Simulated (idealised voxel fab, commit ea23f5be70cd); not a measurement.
Documented hereafter: the process module known as voxel self aligned vias.
Pictured: cross-section cut, 185 nm wide, on a grid of 5 nm square cells.
Reading order for cross-sections: top band down to bottom band. Underlying form: a grid of square cells. Band size: one or more rows of cells. In this notation a band is specified by the heights of its top and bottom, in that order and in nm, after which its materials appear from left to right, each paired with its width in nm. The word "everywhere" attached to a single material means that material fills the band from edge to edge; the word "empty" stands for empty space. Where do heights start? At 0: under that level the wafer as delivered is made of one material only. And the lowest band has no floor; it just carries on downward, as in "0 nm and below". With a width like "30..40", each row of cells in the band differs from the next by the same amount, the top row carrying the first number and the bottom row the second. Where a step carries "changes: none", the cross-section came out of it unchanged, cell for cell. So "Tabulated closed voids" is basically the list of trapped voids: any empty space of 8 cells or more that can't reach the top through an opening. They're written width x height at distance, the distance being from the left edge, and it's all nm. What comes after the settings on a step's line is commentary from the simulator itself on that step. When a step includes a mask, the "overlay nm" setting on its line states how far to the right of its planned place that mask lay, and negative values state how far to the left.
### The process steps that were planned are listed below
step 1: RECEIVE,material Si
step 2: CONFORMAL_DEP,material SiO2,thk nm 15
step 3: CONFORMAL_DEP,material SiCN,thk nm 5
step 4: DIRECTIONAL_DEP,material SiO2,thk nm 20
step 5: MASKED_ETCH,tone open,mask id LINES,width nm 25,pitch nm 50,etch materials SiO2,depth nm 20,overlay nm 0
step 6: CONFORMAL_DEP,material TiN,thk nm 5
step 7: FILL_DEP,material W,thk nm 10
step 8: CMP,height nm 40
step 9: SELECTIVE_ETCH,etch materials W Ru TiN,depth nm 5
step 10: FILL_DEP,material SiN,thk nm 10
step 11: CMP,height nm 40
step 12: DIRECTIONAL_DEP,material SiO2,thk nm 20
step 13: MASKED_ETCH,tone open,mask id VIAS,width nm 35,pitch nm 50,etch materials SiO2,depth nm 20,overlay nm 0
step 14: MASKED_ETCH,tone open,mask id VIAS,width nm 35,pitch nm 50,etch materials SiN,depth nm 5,overlay nm 0
step 15: CONFORMAL_DEP,material TiN,thk nm 5
step 16: FILL_DEP,material Cu,thk nm 10
step 17: CMP,height nm 60
step 18: CONFORMAL_DEP,material SiCN,thk nm 5
### First wafer out of two, processed as planned
### Wafer as received: cross-section following step 1
0 nm and below: Si everywhere
Tabulated closed voids: none
### Cross-section: wafer state after step 2
15 nm to 0 nm: SiO2 everywhere
No changes below 0.
### Cross-section: wafer state after step 3
20 nm to 15 nm: SiCN everywhere
No changes below 15.
### Cross-section: wafer state after step 4
40 nm to 20 nm: SiO2 everywhere
No changes below 20.
### Cross-section: wafer state after step 5
40 nm to 20 nm: 30 nm SiO2  25 nm empty  25 nm SiO2  25 nm empty  25 nm SiO2  25 nm empty  30 nm SiO2
No changes below 20.
### Cross-section: wafer state after step 6
45 nm to 40 nm: 35 nm TiN  15 nm empty  35 nm TiN  15 nm empty  35 nm TiN  15 nm empty  35 nm TiN
40 nm to 25 nm: 30 nm SiO2  5 nm TiN  15 nm empty  5 nm TiN  25 nm SiO2  5 nm TiN  15 nm empty  5 nm TiN  25 nm SiO2  5 nm TiN  15 nm empty  5 nm TiN  30 nm SiO2
25 nm to 20 nm: 30 nm SiO2  25 nm TiN  25 nm SiO2  25 nm TiN  25 nm SiO2  25 nm TiN  30 nm SiO2
No changes below 20.
### Cross-section: wafer state after step 7
55 nm to 45 nm: W everywhere
45 nm to 40 nm: 35 nm TiN  15 nm W  35 nm TiN  15 nm W  35 nm TiN  15 nm W  35 nm TiN
40 nm to 25 nm: 30 nm SiO2  5 nm TiN  15 nm W  5 nm TiN  25 nm SiO2  5 nm TiN  15 nm W  5 nm TiN  25 nm SiO2  5 nm TiN  15 nm W  5 nm TiN  30 nm SiO2
No changes below 25.
### Cross-section: wafer state after step 8
40 nm to 25 nm: 30 nm SiO2  5 nm TiN  15 nm W  5 nm TiN  25 nm SiO2  5 nm TiN  15 nm W  5 nm TiN  25 nm SiO2  5 nm TiN  15 nm W  5 nm TiN  30 nm SiO2
No changes below 25.
### Cross-section: wafer state after step 9
40 nm to 35 nm: 30 nm SiO2  25 nm empty  25 nm SiO2  25 nm empty  25 nm SiO2  25 nm empty  30 nm SiO2
No changes below 35.
### Cross-section: wafer state after step 10
50 nm to 40 nm: SiN everywhere
40 nm to 35 nm: 30 nm SiO2  25 nm SiN  25 nm SiO2  25 nm SiN  25 nm SiO2  25 nm SiN  30 nm SiO2
No changes below 35.
### Cross-section: wafer state after step 11
40 nm to 35 nm: 30 nm SiO2  25 nm SiN  25 nm SiO2  25 nm SiN  25 nm SiO2  25 nm SiN  30 nm SiO2
No changes below 35.
### Cross-section: wafer state after step 12
60 nm to 40 nm: SiO2 everywhere
No changes below 40.
### Cross-section: wafer state after step 13
60 nm to 40 nm: 25 nm SiO2  35 nm empty  15 nm SiO2  35 nm empty  15 nm SiO2  35 nm empty  25 nm SiO2
No changes below 40.
### Cross-section: wafer state after step 14
60 nm to 40 nm: 25 nm SiO2  35 nm empty  15 nm SiO2  35 nm empty  15 nm SiO2  35 nm empty  25 nm SiO2
40 nm to 35 nm: 30 nm SiO2  25 nm empty  25 nm SiO2  25 nm empty  25 nm SiO2  25 nm empty  30 nm SiO2
No changes below 35.
### Cross-section: wafer state after step 15
65 nm to 60 nm: 30 nm TiN  25 nm empty  25 nm TiN  25 nm empty  25 nm TiN  25 nm empty  30 nm TiN
60 nm to 45 nm: 25 nm SiO2  5 nm TiN  25 nm empty  5 nm TiN  15 nm SiO2  5 nm TiN  25 nm empty  5 nm TiN  15 nm SiO2  5 nm TiN  25 nm empty  5 nm TiN  25 nm SiO2
45 nm to 40 nm: 25 nm SiO2  10 nm TiN  15 nm empty  10 nm TiN  15 nm SiO2  10 nm TiN  15 nm empty  10 nm TiN  15 nm SiO2  10 nm TiN  15 nm empty  10 nm TiN  25 nm SiO2
40 nm to 35 nm: 30 nm SiO2  25 nm TiN  25 nm SiO2  25 nm TiN  25 nm SiO2  25 nm TiN  30 nm SiO2
No changes below 35.
### Cross-section: wafer state after step 16
75 nm to 65 nm: Cu everywhere
65 nm to 60 nm: 30 nm TiN  25 nm Cu  25 nm TiN  25 nm Cu  25 nm TiN  25 nm Cu  30 nm TiN
60 nm to 45 nm: 25 nm SiO2  5 nm TiN  25 nm Cu  5 nm TiN  15 nm SiO2  5 nm TiN  25 nm Cu  5 nm TiN  15 nm SiO2  5 nm TiN  25 nm Cu  5 nm TiN  25 nm SiO2
45 nm to 40 nm: 25 nm SiO2  10 nm TiN  15 nm Cu  10 nm TiN  15 nm SiO2  10 nm TiN  15 nm Cu  10 nm TiN  15 nm SiO2  10 nm TiN  15 nm Cu  10 nm TiN  25 nm SiO2
No changes below 40.
### Cross-section: wafer state after step 17
60 nm to 45 nm: 25 nm SiO2  5 nm TiN  25 nm Cu  5 nm TiN  15 nm SiO2  5 nm TiN  25 nm Cu  5 nm TiN  15 nm SiO2  5 nm TiN  25 nm Cu  5 nm TiN  25 nm SiO2
No changes below 45.
### Cross-section: wafer state after step 18
65 nm to 60 nm: SiCN everywhere
No changes below 60.
### Wafer two: like wafer one in start and plan, but with one mistake in execution; identical up to and including step 12
### What the second wafer looks like in cross-section when step 13 should have wrapped up
60 nm to 40 nm: 25 nm empty  35 nm SiO2  15 nm empty  35 nm SiO2  15 nm empty  35 nm SiO2  25 nm empty
No changes below 40.
What the second wafer looks like in cross-section when step 14 should have wrapped up: changes: none
### What the second wafer looks like in cross-section when step 15 should have wrapped up
65 nm to 60 nm: 20 nm empty  45 nm TiN  5 nm empty  45 nm TiN  5 nm empty  45 nm TiN  20 nm empty
60 nm to 45 nm: 20 nm empty  5 nm TiN  35 nm SiO2  5 nm TiN  5 nm empty  5 nm TiN  35 nm SiO2  5 nm TiN  5 nm empty  5 nm TiN  35 nm SiO2  5 nm TiN  20 nm empty
45 nm to 40 nm: 25 nm TiN  35 nm SiO2  15 nm TiN  35 nm SiO2  15 nm TiN  35 nm SiO2  25 nm TiN
No changes below 40.
### What the second wafer looks like in cross-section when step 16 should have wrapped up
75 nm to 65 nm: Cu everywhere
65 nm to 60 nm: 20 nm Cu  45 nm TiN  5 nm Cu  45 nm TiN  5 nm Cu  45 nm TiN  20 nm Cu
60 nm to 45 nm: 20 nm Cu  5 nm TiN  35 nm SiO2  5 nm TiN  5 nm Cu  5 nm TiN  35 nm SiO2  5 nm TiN  5 nm Cu  5 nm TiN  35 nm SiO2  5 nm TiN  20 nm Cu
No changes below 45.
### What the second wafer looks like in cross-section when step 17 should have wrapped up
60 nm to 45 nm: 20 nm Cu  5 nm TiN  35 nm SiO2  5 nm TiN  5 nm Cu  5 nm TiN  35 nm SiO2  5 nm TiN  5 nm Cu  5 nm TiN  35 nm SiO2  5 nm TiN  20 nm Cu
No changes below 45.
### What the second wafer looks like in cross-section when step 18 should have wrapped up
65 nm to 60 nm: SiCN everywhere
No changes below 60.
Error vs. plan: heads up, step 13 didn't go per plan, it actually ran as MASKED_ETCH,tone cover,mask id VIAS,width nm 35,pitch nm 50,etch materials SiO2,depth nm 20,overlay nm 0
Wafer comparison, final, in cells, second relative to first, materials more or fewer: Cu: 24 fewer; SiN: 15 more; SiO2: 20 more; TiN: 11 fewer
